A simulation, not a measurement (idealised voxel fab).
Proc. module: voxel gate over fins
It is cross-section cut that appears here, measuring 250 nm in width, its square cells being 5 nm in size.
When this document writes out a cross-section, it uses a grid of square cells and lists it as bands, beginning at the top and moving down, with a band standing for one or more rows of cells.
Each band's line starts with the height of the band's top and of its bottom, in nm. Then come its materials from left to right, each with its width in nm. One material with "throughout" fills the band from edge to edge. "blank" is empty space.
It should be noted that heights are counted from 0, beneath which the wafer as supplied is of one material throughout, and that the lowest band possesses no lower boundary but continues downward, as written in "z 0 and below".
When a width is written as two numbers, as in "30->40", the first number is the width in the top row of cells of the band and the second is the width in its bottom row, and the width changes by the same amount from each row to the next.
It should be understood that the words "no change", when stated for a given step, signify that the cross-section underwent no change in any of its cells during that step.
"Completely enclosed voids" specifies each empty space that is not open to the top and that occupies no fewer than 8 cells, using the form width x height at distance, the distance measured from the left edge and all three quantities in nm.
Note: text after step settings on the step line = simulator remark on that step.
The "overlay nm" setting may appear on a step's line; for a step that uses a mask, it gives how far to the right of its planned position the mask lay, and a negative value indicates the left.
Plan
step 1: RECEIVE with material Si
step 2: CONFORMAL_DEP with material SiN, thk nm 10
step 3: PATTERN with tone cover, mask id FINS, material resist, width nm 15, pitch nm 35, thk nm 20, overlay nm 0
step 4: DIRECTIONAL_ETCH with etch materials SiN, depth nm 10
step 5: DIRECTIONAL_ETCH with etch materials Si, depth nm 35
step 6: STRIP with etch materials resist
step 7: FILL_DEP with material SiO2, thk nm 10
step 8: CMP with height nm 10
step 9: SELECTIVE_ETCH with etch materials SiO2, depth nm 25
step 10: STRIP with etch materials SiN
step 11: CONFORMAL_DEP with material HfO2, thk nm 5
step 12: CONFORMAL_DEP with material TiN, thk nm 5
step 13: CONFORMAL_DEP with material TiAl, thk nm 5
step 14: CONFORMAL_DEP with material TiN, thk nm 5
step 15: FILL_DEP with material W, thk nm 10
step 16: CMP with height nm 25
step 17: CONFORMAL_DEP with material SiN, thk nm 5
Wafer cross-section on receipt, i.e. after step 1
	z 0 and below = Si throughout
	Completely enclosed voids: none
Sectioned view, first of two wafers, at the close of the module, processed as intended in the plan
	z 30 to 25 = SiN throughout
	z 25 to 20 = W throughout
	z 20 to 15 = W: 80, then TiN: 90, then W: 80
	z 15 to 10 = W: 80, then TiN: 5, then TiAl: 80, then TiN: 5, then W: 80
	z 10 to 5 = W: 80, then TiN: 5, then TiAl: 5, then TiN: 70, then TiAl: 5, then TiN: 5, then W: 80
	z 5 to 0 = TiN: 85, then TiAl: 5, then TiN: 5, then HfO2: 25, then TiN: 10, then HfO2: 25, then TiN: 5, then TiAl: 5, then TiN: 85
	z 0 to -5 = TiAl: 90, then TiN: 5, then HfO2: 5, then Si: 15, then HfO2: 5, then TiN: 10, then HfO2: 5, then Si: 15, then HfO2: 5, then TiN: 5, then TiAl: 90
	z -5 to -10 = TiN: 95, then HfO2: 5, then Si: 15, then HfO2: 5, then TiN: 10, then HfO2: 5, then Si: 15, then HfO2: 5, then TiN: 95
	z -10 to -15 = HfO2: 100, then Si: 15, then HfO2: 20, then Si: 15, then HfO2: 100
	z -15 to -35 = SiO2: 100, then Si: 15, then SiO2: 20, then Si: 15, then SiO2: 100
	z -35 and below = Si throughout
	Completely enclosed voids: none
Cross-section, wafer two of two, end of module: same start and plan as wafer one, one error in execution
	z 30 to 25 = SiN throughout
	z 25 to 20 = W: 70, then TiN: 5, then TiAl: 100, then TiN: 5, then W: 70
	z 20 to 15 = W: 70, then TiN: 5, then TiAl: 5, then TiN: 90, then TiAl: 5, then TiN: 5, then W: 70
	z 15 to 10 = TiN: 75, then TiAl: 5, then TiN: 5, then HfO2: 80, then TiN: 5, then TiAl: 5, then TiN: 75
	z 10 to 5 = TiAl: 80, then TiN: 5, then HfO2: 80, then TiN: 5, then TiAl: 80
	z 5 to 0 = TiN: 85, then HfO2: 80, then TiN: 85
	z 0 to -15 = HfO2: 100, then Si: 15, then HfO2: 20, then Si: 15, then HfO2: 100
	z -15 to -35 = SiO2: 100, then Si: 15, then SiO2: 20, then Si: 15, then SiO2: 100
	z -35 and below = Si throughout
	Completely enclosed voids: none
In executing the process, a mistake was made relative to the plan: step 11: run off-plan, actual operation and settings CONFORMAL_DEP with material HfO2, thk nm 15
Final difference in cells, second wafer against first, listed per material as more or fewer: +118 HfO2 | -28 TiN | -90 W
